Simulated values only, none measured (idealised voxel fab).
You're looking at the process module voxel self aligned vias.
Pictured: cross-section cut, 300 nm wide, on a grid of 5 nm square cells.
If you're reading a cross-section in this doc, picture square cells in a grid; it comes to you as bands, top ones listed first down to the bottom, and a band can be one or more rows of cells. A band entry consists of two parts. The first gives the height of the band's top and the height of its bottom, in nm. The rest lists the band's materials from left to right, each with its width in nm. A single material labelled with the word "edge to edge" fills the band from edge to edge, and the word "air" marks empty space. A quick word on heights: they are counted from 0, and under that level the wafer as it came to us is one material throughout. The lowest band is different from the rest in having no bottom; it simply continues downward, written as in "from 0 down". Quick explanation for "30 to 40": the width changes in equal steps down the rows of cells, from the first number in the band's top row to the second number in its bottom row. "no modification" after a step means that no cell of the cross-section changed. Each empty space that has no open way to the top and spans at least 8 cells appears under "Closed internal cavities" as width x height at distance, the distance counted from the left edge, all in nm. after a step's settings: what the simulator itself notes on the step. overlay nm: for a step with a mask, the amount by which the mask lay right of where it was planned; a negative amount means left of it.

[The following list gives the planned process steps]
1 RECEIVE (material Si)
2 CONFORMAL_DEP (material SiO2; thk nm 10)
3 CONFORMAL_DEP (material SiCN; thk nm 5)
4 DIRECTIONAL_DEP (material lowk; thk nm 20)
5 DIRECTIONAL_DEP (material aC; thk nm 15)
6 PATTERN (tone open; mask id LINES; material resist; width nm 25; pitch nm 50; thk nm 35; overlay nm 0)
7 DIRECTIONAL_ETCH (etch materials aC; depth nm 15)
8 STRIP (etch materials resist)
9 DIRECTIONAL_ETCH (etch materials lowk; depth nm 20)
10 STRIP (etch materials aC)
11 CONFORMAL_DEP (material TiN; thk nm 5)
12 FILL_DEP (material W; thk nm 5)
13 CMP (height nm 35)
14 SELECTIVE_ETCH (etch materials W Ru TiN; depth nm 5)
15 FILL_DEP (material SiN; thk nm 5)
16 CMP (height nm 35)
17 DIRECTIONAL_DEP (material lowk; thk nm 15)
18 DIRECTIONAL_DEP (material aC; thk nm 10)
19 PATTERN (tone open; mask id VIAS; material resist; width nm 35; thk nm 30; overlay nm 0)
20 DIRECTIONAL_ETCH (etch materials aC; depth nm 10)
21 STRIP (etch materials resist)
22 DIRECTIONAL_ETCH (etch materials lowk; depth nm 15)
23 DIRECTIONAL_ETCH (etch materials SiN; depth nm 5)
24 STRIP (etch materials aC)
25 CONFORMAL_DEP (material TiN; thk nm 5)
26 FILL_DEP (material Cu; thk nm 5)
27 CMP (height nm 50)
28 CONFORMAL_DEP (material SiN; thk nm 5)

[First wafer, two in total, run as planned]

[The cross-section here shows the wafer as received, i.e. in its state after step 1]
- from 0 down: Si edge to edge
- Closed internal cavities: none

[After step 2, in cross-section]
- from 10 to 0: SiO2 edge to edge
- Whatever lies below 0 is exactly as it was before.

[After step 3, in cross-section]
- from 15 to 10: SiCN edge to edge
- Whatever lies below 10 is exactly as it was before.

[After step 4, in cross-section]
- from 35 to 15: lowk edge to edge
- Whatever lies below 15 is exactly as it was before.

[After step 5, in cross-section]
- from 50 to 35: aC edge to edge
- Whatever lies below 35 is exactly as it was before.

[After step 6, in cross-section]
- from 85 to 50: 110 resist | 25 air | 25 resist | 25 air | 115 resist
- Whatever lies below 50 is exactly as it was before.

[After step 7, in cross-section]
- from 70 to 50: 110 resist | 25 air | 25 resist | 25 air | 115 resist
- from 50 to 35: 110 aC | 25 air | 25 aC | 25 air | 115 aC
- Whatever lies below 35 is exactly as it was before.

[After step 8, in cross-section]
- from 50 to 35: 110 aC | 25 air | 25 aC | 25 air | 115 aC
- Whatever lies below 35 is exactly as it was before.

[After step 9, in cross-section]
- from 50 to 35: 110 aC | 25 air | 25 aC | 25 air | 115 aC
- from 35 to 15: 110 lowk | 25 air | 25 lowk | 25 air | 115 lowk
- Whatever lies below 15 is exactly as it was before.

[After step 10, in cross-section]
- from 35 to 15: 110 lowk | 25 air | 25 lowk | 25 air | 115 lowk
- Whatever lies below 15 is exactly as it was before.

[After step 11, in cross-section]
- from 40 to 35: 115 TiN | 15 air | 35 TiN | 15 air | 120 TiN
- from 35 to 20: 110 lowk | 5 TiN | 15 air | 5 TiN | 25 lowk | 5 TiN | 15 air | 5 TiN | 115 lowk
- from 20 to 15: 110 lowk | 25 TiN | 25 lowk | 25 TiN | 115 lowk
- Whatever lies below 15 is exactly as it was before.

[After step 12, in cross-section]
- from 45 to 40: W edge to edge
- from 40 to 35: 115 TiN | 15 W | 35 TiN | 15 W | 120 TiN
- from 35 to 20: 110 lowk | 5 TiN | 15 W | 5 TiN | 25 lowk | 5 TiN | 15 W | 5 TiN | 115 lowk
- Whatever lies below 20 is exactly as it was before.

[After step 13, in cross-section]
- from 35 to 20: 110 lowk | 5 TiN | 15 W | 5 TiN | 25 lowk | 5 TiN | 15 W | 5 TiN | 115 lowk
- Whatever lies below 20 is exactly as it was before.

[After step 14, in cross-section]
- from 35 to 30: 110 lowk | 25 air | 25 lowk | 25 air | 115 lowk
- Whatever lies below 30 is exactly as it was before.

[After step 15, in cross-section]
- from 40 to 35: SiN edge to edge
- from 35 to 30: 110 lowk | 25 SiN | 25 lowk | 25 SiN | 115 lowk
- Whatever lies below 30 is exactly as it was before.

[After step 16, in cross-section]
- from 35 to 30: 110 lowk | 25 SiN | 25 lowk | 25 SiN | 115 lowk
- Whatever lies below 30 is exactly as it was before.

[After step 17, in cross-section]
- from 50 to 35: lowk edge to edge
- Whatever lies below 35 is exactly as it was before.

[After step 18, in cross-section]
- from 60 to 50: aC edge to edge
- Whatever lies below 50 is exactly as it was before.

[After step 19, in cross-section]
- from 90 to 60: 105 resist | 35 air | 160 resist
- Whatever lies below 60 is exactly as it was before.

[After step 20, in cross-section]
- from 80 to 60: 105 resist | 35 air | 160 resist
- from 60 to 50: 105 aC | 35 air | 160 aC
- Whatever lies below 50 is exactly as it was before.

[After step 21, in cross-section]
- from 60 to 50: 105 aC | 35 air | 160 aC
- Whatever lies below 50 is exactly as it was before.

[After step 22, in cross-section]
- from 60 to 50: 105 aC | 35 air | 160 aC
- from 50 to 35: 105 lowk | 35 air | 160 lowk
- Whatever lies below 35 is exactly as it was before.

[After step 23, in cross-section]
- from 60 to 50: 105 aC | 35 air | 160 aC
- from 50 to 35: 105 lowk | 35 air | 160 lowk
- from 35 to 30: 110 lowk | 25 air | 25 lowk | 25 SiN | 115 lowk
- Whatever lies below 30 is exactly as it was before.

[After step 24, in cross-section]
- from 50 to 35: 105 lowk | 35 air | 160 lowk
- Whatever lies below 35 is exactly as it was before.

[After step 25, in cross-section]
- from 55 to 50: 110 TiN | 25 air | 165 TiN
- from 50 to 40: 105 lowk | 5 TiN | 25 air | 5 TiN | 160 lowk
- from 40 to 35: 105 lowk | 10 TiN | 15 air | 10 TiN | 160 lowk
- from 35 to 30: 110 lowk | 25 TiN | 25 lowk | 25 SiN | 115 lowk
- Whatever lies below 30 is exactly as it was before.

[After step 26, in cross-section]
- from 60 to 55: Cu edge to edge
- from 55 to 50: 110 TiN | 25 Cu | 165 TiN
- from 50 to 40: 105 lowk | 5 TiN | 25 Cu | 5 TiN | 160 lowk
- from 40 to 35: 105 lowk | 10 TiN | 15 Cu | 10 TiN | 160 lowk
- Whatever lies below 35 is exactly as it was before.

[After step 27, in cross-section]
- from 50 to 40: 105 lowk | 5 TiN | 25 Cu | 5 TiN | 160 lowk
- Whatever lies below 40 is exactly as it was before.

[After step 28, in cross-section]
- from 55 to 50: SiN edge to edge
- Whatever lies below 50 is exactly as it was before.

[Wafer two. Identical start, identical plan. One mistake in execution. Identical history through step 15]

[Cross-section of the second wafer when, according to plan, step 16 should have finished]
- from 25 to 20: 110 lowk | 5 TiN | 15 W | 5 TiN | 25 lowk | 5 TiN | 15 W | 5 TiN | 115 lowk
- Whatever lies below 20 is exactly as it was before.

[Cross-section of the second wafer when, according to plan, step 17 should have finished]
- from 40 to 25: lowk edge to edge
- Whatever lies below 25 is exactly as it was before.

[Cross-section of the second wafer when, according to plan, step 18 should have finished]
- from 50 to 40: aC edge to edge
- Whatever lies below 40 is exactly as it was before.

[Cross-section of the second wafer when, according to plan, step 19 should have finished]
- from 80 to 50: 105 resist | 35 air | 160 resist
- Whatever lies below 50 is exactly as it was before.

[Cross-section of the second wafer when, according to plan, step 20 should have finished]
- from 70 to 50: 105 resist | 35 air | 160 resist
- from 50 to 40: 105 aC | 35 air | 160 aC
- Whatever lies below 40 is exactly as it was before.

[Cross-section of the second wafer when, according to plan, step 21 should have finished]
- from 50 to 40: 105 aC | 35 air | 160 aC
- Whatever lies below 40 is exactly as it was before.

[Cross-section of the second wafer when, according to plan, step 22 should have finished]
- from 50 to 40: 105 aC | 35 air | 160 aC
- from 40 to 25: 105 lowk | 35 air | 160 lowk
- Whatever lies below 25 is exactly as it was before.

Cross-section of the second wafer when, according to plan, step 23 should have finished: no modification

[Cross-section of the second wafer when, according to plan, step 24 should have finished]
- from 40 to 25: 105 lowk | 35 air | 160 lowk
- Whatever lies below 25 is exactly as it was before.

[Cross-section of the second wafer when, according to plan, step 25 should have finished]
- from 45 to 40: 110 TiN | 25 air | 165 TiN
- from 40 to 30: 105 lowk | 5 TiN | 25 air | 5 TiN | 160 lowk
- from 30 to 25: 105 lowk | 35 TiN | 160 lowk
- Whatever lies below 25 is exactly as it was before.

[Cross-section of the second wafer when, according to plan, step 26 should have finished]
- from 50 to 45: Cu edge to edge
- from 45 to 40: 110 TiN | 25 Cu | 165 TiN
- from 40 to 30: 105 lowk | 5 TiN | 25 Cu | 5 TiN | 160 lowk
- Whatever lies below 30 is exactly as it was before.

Cross-section of the second wafer when, according to plan, step 27 should have finished: no modification

[Cross-section of the second wafer when, according to plan, step 28 should have finished]
- from 55 to 50: SiN edge to edge
- Whatever lies below 50 is exactly as it was before.
What went wrong in running the wafer? step 16 off recipe, ran as CMP (height nm 25)
Final comparison by cell count, materials where the second wafer has more or fewer than the first: 62 more of Cu, 5 fewer of SiN, 49 more of TiN, 6 fewer of W, 100 fewer of lowk
